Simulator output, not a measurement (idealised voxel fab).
process module | voxel ribs on slabs
cross-section cut | 155 nm wide | cells 5 nm
A cross-section is a grid of square cells, given in bands from the top down. A band is one or more rows of cells.
Each band's line starts with the height of the band's top and of its bottom, in nm. Then come its materials from left to right, each with its width in nm. One material with "throughout" fills the band from edge to edge. "air" is empty space.
Height 0 is the level under which the wafer as received is all one material. The lowest band goes on downwards, as in "0 down".
A width such as "30 to 40" changes by the same amount from each row of cells to the next, from the band's top row to its bottom row.
"no change" after a step means that no cell of the cross-section changed.
closed voids: empty space of 8 cells or more with no open way to the top, each as width x height at its distance from the left edge, in nm
after a step's settings: what the simulator itself notes on the step
overlay nm, on a step with a mask: how far to the right of its planned place the mask lay; to the left if negative
plan
1 op RECEIVE | material Si
2 op DIRECTIONAL_DEP | material SiO2 | thk nm 25
3 op DIRECTIONAL_DEP | material SiN | thk nm 20
4 op PATTERN | tone cover | mask id RIB | material resist | width nm 20 | thk nm 20 | overlay nm 0
5 op DIRECTIONAL_ETCH | etch materials SiN | depth nm 10
6 op STRIP | etch materials resist
7 op MASKED_ETCH | tone cover | mask id SLAB | width nm 60 | etch materials SiN | depth nm 10 | overlay nm 0
8 op FILL_DEP | material SiO2 | thk nm 25
9 op CMP | height nm 60
10 op DIRECTIONAL_DEP | material TiN | thk nm 5
11 op MASKED_ETCH | tone cover | mask id HEATER | width nm 30 | etch materials TiN | depth nm 5 | overlay nm 0
12 op CONFORMAL_DEP | material SiO2 | thk nm 5
first wafer, as planned
as received, after step 1
  0 down: Si throughout
  closed voids: none
after step 2
  25 to 0: SiO2 throughout
  below 0: unchanged
after step 3
  45 to 25: SiN throughout
  below 25: unchanged
after step 4
  65 to 45: air 65 | resist 20 | air 70
  below 45: unchanged
after step 5
  65 to 45: air 65 | resist 20 | air 70
  45 to 35: air 65 | SiN 20 | air 70
  below 35: unchanged
after step 6
  45 to 35: air 65 | SiN 20 | air 70
  below 35: unchanged
after step 7
  45 to 35: air 65 | SiN 20 | air 70
  35 to 25: air 45 | SiN 60 | air 50
  below 25: unchanged
after step 8
  70 to 45: SiO2 throughout
  45 to 35: SiO2 65 | SiN 20 | SiO2 70
  35 to 25: SiO2 45 | SiN 60 | SiO2 50
  below 25: unchanged
after step 9
  60 to 45: SiO2 throughout
  below 45: unchanged
after step 10
  65 to 60: TiN throughout
  below 60: unchanged
after step 11
  65 to 60: air 60 | TiN 30 | air 65
  below 60: unchanged
after step 12
  70 to 65: air 55 | SiO2 40 | air 60
  65 to 60: SiO2 60 | TiN 30 | SiO2 65
  below 60: unchanged
second wafer: like start, like plan, one mistake. Through step 1 it matches the first wafer
when step 2 should have ended
  35 to 0: SiO2 throughout
  below 0: unchanged
when step 3 should have ended
  55 to 35: SiN throughout
  below 35: unchanged
when step 4 should have ended
  75 to 55: air 65 | resist 20 | air 70
  below 55: unchanged
when step 5 should have ended
  75 to 55: air 65 | resist 20 | air 70
  55 to 45: air 65 | SiN 20 | air 70
  below 45: unchanged
when step 6 should have ended
  55 to 45: air 65 | SiN 20 | air 70
  below 45: unchanged
when step 7 should have ended
  55 to 45: air 65 | SiN 20 | air 70
  45 to 35: air 45 | SiN 60 | air 50
  below 35: unchanged
when step 8 should have ended
  80 to 55: SiO2 throughout
  55 to 45: SiO2 65 | SiN 20 | SiO2 70
  45 to 35: SiO2 45 | SiN 60 | SiO2 50
  below 35: unchanged
when step 9 should have ended
  60 to 55: SiO2 throughout
  below 55: unchanged
when step 10 should have ended
  65 to 60: TiN throughout
  below 60: unchanged
when step 11 should have ended
  65 to 60: air 60 | TiN 30 | air 65
  below 60: unchanged
when step 12 should have ended
  70 to 65: air 55 | SiO2 40 | air 60
  65 to 60: SiO2 60 | TiN 30 | SiO2 65
  below 60: unchanged
what went wrong: step 2 ran as: op DIRECTIONAL_DEP | material SiO2 | thk nm 35
at the end the second wafer has, in cells: as many of each material as the first, in other places
